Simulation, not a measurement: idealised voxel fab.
process module | voxel air gaps
cross-section cut | 210 nm wide | cells 5 nm
A cross-section is a grid of square cells, given in bands from the top down. A band is one or more rows of cells.
Each band's line starts with the height of the band's top and of its bottom, in nm. Then come its materials from left to right, each with its width in nm. One material with "throughout" fills the band from edge to edge. "air" is empty space.
Height 0 is the level under which the wafer as received is all one material. The lowest band goes on downwards, as in "0 down".
A width such as "30 to 40" changes by the same amount from each row of cells to the next, from the band's top row to its bottom row.
"no change" after a step means that no cell of the cross-section changed.
closed voids: empty space of 8 cells or more with no open way to the top, each as width x height at its distance from the left edge, in nm
after a step's settings: what the simulator itself notes on the step
overlay nm, on a step with a mask: how far to the right of its planned place the mask lay; to the left if negative
plan
1 op RECEIVE | material Si
2 op CONFORMAL_DEP | material SiO2 | thk nm 15
3 op CONFORMAL_DEP | material SiN | thk nm 5
4 op DIRECTIONAL_DEP | material SiO2 | thk nm 40
5 op PATTERN | tone open | mask id LINES | material resist | width nm 15 | pitch nm 45 | thk nm 20 | overlay nm 0
6 op DIRECTIONAL_ETCH | etch materials SiO2 | depth nm 40
7 op STRIP | etch materials resist
8 op CONFORMAL_DEP | material TiN | thk nm 5
9 op FILL_DEP | material W | thk nm 5
10 op CMP | height nm 60
11 op EPI | material Ru | thk nm 10
12 op SELECTIVE_ETCH | etch materials SiO2 | depth nm 50
13 op CONFORMAL_DEP | material SiN | thk nm 5
first wafer, as planned
as received, after step 1
  0 down: Si throughout
  closed voids: none
after step 2
  15 to 0: SiO2 throughout
  below 0: unchanged
after step 3
  20 to 15: SiN throughout
  below 15: unchanged
after step 4
  60 to 20: SiO2 throughout
  below 20: unchanged
after step 5
  80 to 60: resist 30 | air 15 | resist 30 | air 15 | resist 30 | air 15 | resist 30 | air 15 | resist 30
  below 60: unchanged
after step 6
  80 to 60: resist 30 | air 15 | resist 30 | air 15 | resist 30 | air 15 | resist 30 | air 15 | resist 30
  60 to 20: SiO2 30 | air 15 | SiO2 30 | air 15 | SiO2 30 | air 15 | SiO2 30 | air 15 | SiO2 30
  below 20: unchanged
after step 7
  60 to 20: SiO2 30 | air 15 | SiO2 30 | air 15 | SiO2 30 | air 15 | SiO2 30 | air 15 | SiO2 30
  below 20: unchanged
after step 8
  65 to 60: TiN 35 | air 5 | TiN 40 | air 5 | TiN 40 | air 5 | TiN 40 | air 5 | TiN 35
  60 to 25: SiO2 30 | TiN 5 | air 5 | TiN 5 | SiO2 30 | TiN 5 | air 5 | TiN 5 | SiO2 30 | TiN 5 | air 5 | TiN 5 | SiO2 30 | TiN 5 | air 5 | TiN 5 | SiO2 30
  25 to 20: SiO2 30 | TiN 15 | SiO2 30 | TiN 15 | SiO2 30 | TiN 15 | SiO2 30 | TiN 15 | SiO2 30
  below 20: unchanged
after step 9
  70 to 65: W throughout
  65 to 60: TiN 35 | W 5 | TiN 40 | W 5 | TiN 40 | W 5 | TiN 40 | W 5 | TiN 35
  60 to 25: SiO2 30 | TiN 5 | W 5 | TiN 5 | SiO2 30 | TiN 5 | W 5 | TiN 5 | SiO2 30 | TiN 5 | W 5 | TiN 5 | SiO2 30 | TiN 5 | W 5 | TiN 5 | SiO2 30
  below 25: unchanged
after step 10
  60 to 25: SiO2 30 | TiN 5 | W 5 | TiN 5 | SiO2 30 | TiN 5 | W 5 | TiN 5 | SiO2 30 | TiN 5 | W 5 | TiN 5 | SiO2 30 | TiN 5 | W 5 | TiN 5 | SiO2 30
  below 25: unchanged
after step 11
  70 to 60: air 20 | Ru 35 | air 10 | Ru 35 | air 10 | Ru 35 | air 10 | Ru 35 | air 20
  below 60: unchanged
after step 12
  70 to 60: air 20 | Ru 35 | air 10 | Ru 35 | air 10 | Ru 35 | air 10 | Ru 35 | air 20
  60 to 25: air 30 | TiN 5 | W 5 | TiN 5 | air 30 | TiN 5 | W 5 | TiN 5 | air 30 | TiN 5 | W 5 | TiN 5 | air 30 | TiN 5 | W 5 | TiN 5 | air 30
  25 to 20: air 30 | TiN 15 | air 30 | TiN 15 | air 30 | TiN 15 | air 30 | TiN 15 | air 30
  below 20: unchanged
after step 13
  75 to 70: air 15 | SiN 180 | air 15
  70 to 60: air 15 | SiN 5 | Ru 35 | SiN 10 | Ru 35 | SiN 10 | Ru 35 | SiN 10 | Ru 35 | SiN 5 | air 15
  60 to 55: air 15 | SiN 15 | TiN 5 | W 5 | TiN 5 | SiN 30 | TiN 5 | W 5 | TiN 5 | SiN 30 | TiN 5 | W 5 | TiN 5 | SiN 30 | TiN 5 | W 5 | TiN 5 | SiN 15 | air 15
  55 to 25: air 25 | SiN 5 | TiN 5 | W 5 | TiN 5 | SiN 5 | air 20 | SiN 5 | TiN 5 | W 5 | TiN 5 | SiN 5 | air 20 | SiN 5 | TiN 5 | W 5 | TiN 5 | SiN 5 | air 20 | SiN 5 | TiN 5 | W 5 | TiN 5 | SiN 5 | air 25
  25 to 20: SiN 30 | TiN 15 | SiN 30 | TiN 15 | SiN 30 | TiN 15 | SiN 30 | TiN 15 | SiN 30
  below 20: unchanged
  closed voids: 20 x 30 at 50; 20 x 30 at 95; 20 x 30 at 140
second wafer: like start, like plan, one mistake. Through step 7 it matches the first wafer
when step 8 should have ended
  65 to 60: Ru 35 | air 5 | Ru 40 | air 5 | Ru 40 | air 5 | Ru 40 | air 5 | Ru 35
  60 to 25: SiO2 30 | Ru 5 | air 5 | Ru 5 | SiO2 30 | Ru 5 | air 5 | Ru 5 | SiO2 30 | Ru 5 | air 5 | Ru 5 | SiO2 30 | Ru 5 | air 5 | Ru 5 | SiO2 30
  25 to 20: SiO2 30 | Ru 15 | SiO2 30 | Ru 15 | SiO2 30 | Ru 15 | SiO2 30 | Ru 15 | SiO2 30
  below 20: unchanged
when step 9 should have ended
  70 to 65: W throughout
  65 to 60: Ru 35 | W 5 | Ru 40 | W 5 | Ru 40 | W 5 | Ru 40 | W 5 | Ru 35
  60 to 25: SiO2 30 | Ru 5 | W 5 | Ru 5 | SiO2 30 | Ru 5 | W 5 | Ru 5 | SiO2 30 | Ru 5 | W 5 | Ru 5 | SiO2 30 | Ru 5 | W 5 | Ru 5 | SiO2 30
  below 25: unchanged
when step 10 should have ended
  60 to 25: SiO2 30 | Ru 5 | W 5 | Ru 5 | SiO2 30 | Ru 5 | W 5 | Ru 5 | SiO2 30 | Ru 5 | W 5 | Ru 5 | SiO2 30 | Ru 5 | W 5 | Ru 5 | SiO2 30
  below 25: unchanged
when step 11 should have ended
  70 to 60: air 20 | Ru 35 | air 10 | Ru 35 | air 10 | Ru 35 | air 10 | Ru 35 | air 20
  below 60: unchanged
when step 12 should have ended
  70 to 60: air 20 | Ru 35 | air 10 | Ru 35 | air 10 | Ru 35 | air 10 | Ru 35 | air 20
  60 to 25: air 30 | Ru 5 | W 5 | Ru 5 | air 30 | Ru 5 | W 5 | Ru 5 | air 30 | Ru 5 | W 5 | Ru 5 | air 30 | Ru 5 | W 5 | Ru 5 | air 30
  25 to 20: air 30 | Ru 15 | air 30 | Ru 15 | air 30 | Ru 15 | air 30 | Ru 15 | air 30
  below 20: unchanged
when step 13 should have ended
  75 to 70: air 15 | SiN 180 | air 15
  70 to 60: air 15 | SiN 5 | Ru 35 | SiN 10 | Ru 35 | SiN 10 | Ru 35 | SiN 10 | Ru 35 | SiN 5 | air 15
  60 to 55: air 15 | SiN 15 | Ru 5 | W 5 | Ru 5 | SiN 30 | Ru 5 | W 5 | Ru 5 | SiN 30 | Ru 5 | W 5 | Ru 5 | SiN 30 | Ru 5 | W 5 | Ru 5 | SiN 15 | air 15
  55 to 25: air 25 | SiN 5 | Ru 5 | W 5 | Ru 5 | SiN 5 | air 20 | SiN 5 | Ru 5 | W 5 | Ru 5 | SiN 5 | air 20 | SiN 5 | Ru 5 | W 5 | Ru 5 | SiN 5 | air 20 | SiN 5 | Ru 5 | W 5 | Ru 5 | SiN 5 | air 25
  25 to 20: SiN 30 | Ru 15 | SiN 30 | Ru 15 | SiN 30 | Ru 15 | SiN 30 | Ru 15 | SiN 30
  below 20: unchanged
  closed voids: 20 x 30 at 50; 20 x 30 at 95; 20 x 30 at 140
what went wrong: step 8 ran as: op CONFORMAL_DEP | material Ru | thk nm 5
at the end the second wafer has, in cells: 68 more of Ru | 68 fewer of TiN
